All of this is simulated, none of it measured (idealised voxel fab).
Title: Process Module voxel released beams
In the cross-section labelled cut, the width is 205 nm and each square cell is 5 nm.
Notation: cross-section as square-cell grid; stated in bands, top first, going down; one or more cell rows per band.
The band entry comprises the height of the band's top followed by the height of its bottom, expressed in nm, and subsequently the band's materials from left to right, each stated together with its width in nm. Where a single material is marked with the word "everywhere", that material fills the band from edge to edge. The word "blank" represents empty space.
Convention: height 0 is the level below which the wafer, as received, is all one material. The lowest band does not terminate at the bottom but continues downward, represented as "0 down".
The notation "30->40" denotes a width that varies across the rows of cells in the band, beginning at the first number in the top row, finishing at the second number in the bottom row, and changing by an identical amount from each row to the next.
No cell of the cross-section changed in a step that is given as "nothing different".
Reported under the label "Listed closed voids" are the empty spaces having no open way to the top and comprising 8 cells or more; the notation for each is width x height at distance, in which the distance is measured from the left edge and all three values are in nm.
Step line, after settings: the simulator's comment on this step.
overlay nm, on a step with a mask: how far to the right of its planned place the mask lay; to the left if negative

[Process steps foreseen in the plan]
- 1: RECEIVE,material Si
- 2: CONFORMAL_DEP,material SiN,thk nm 5
- 3: DIRECTIONAL_DEP,material SiO2,thk nm 20
- 4: MASKED_ETCH,tone open,mask id ANCHOR,width nm 25,etch materials SiO2,depth nm 20,overlay nm 0
- 5: CONFORMAL_DEP,material polySi,thk nm 10
- 6: PATTERN,tone cover,mask id BEAM,material resist,width nm 80,thk nm 20,overlay nm 0
- 7: DIRECTIONAL_ETCH,etch materials polySi,depth nm 10
- 8: STRIP,etch materials resist
- 9: STRIP,etch materials SiO2

[Cross-sectional view of the wafer in its as-received condition, corresponding to the state after step 1]
  0 down | Si everywhere
  Listed closed voids: none

[first wafer at the end, as planned]
  35 to 25 | blank: 60 / polySi: 15 / blank: 5 / polySi: 60 / blank: 65
  25 to 15 | blank: 65 / polySi: 10 / blank: 5 / polySi: 10 / blank: 115
  15 to 5 | blank: 65 / polySi: 25 / blank: 115
  5 to 0 | SiN everywhere
  0 down | Si everywhere
  Listed closed voids: none

[Cross-sectional view of the second of two wafers upon completion of the module. This wafer shared its starting condition and process plan with the first; one error was made during its execution]
  35 to 25 | blank: 60 / polySi: 80 / blank: 65
  25 to 20 | SiN everywhere
  20 to 0 | SiO2 everywhere
  0 down | Si everywhere
  Listed closed voids: none
Against the plan, the run slipped here: steps 2 and 3 of the plan were each performed in the slot designated for the other
Upon completion, the second wafer contains, in terms of cells, a greater or smaller amount of certain materials than the first wafer: +164 SiO2 | -16 polySi
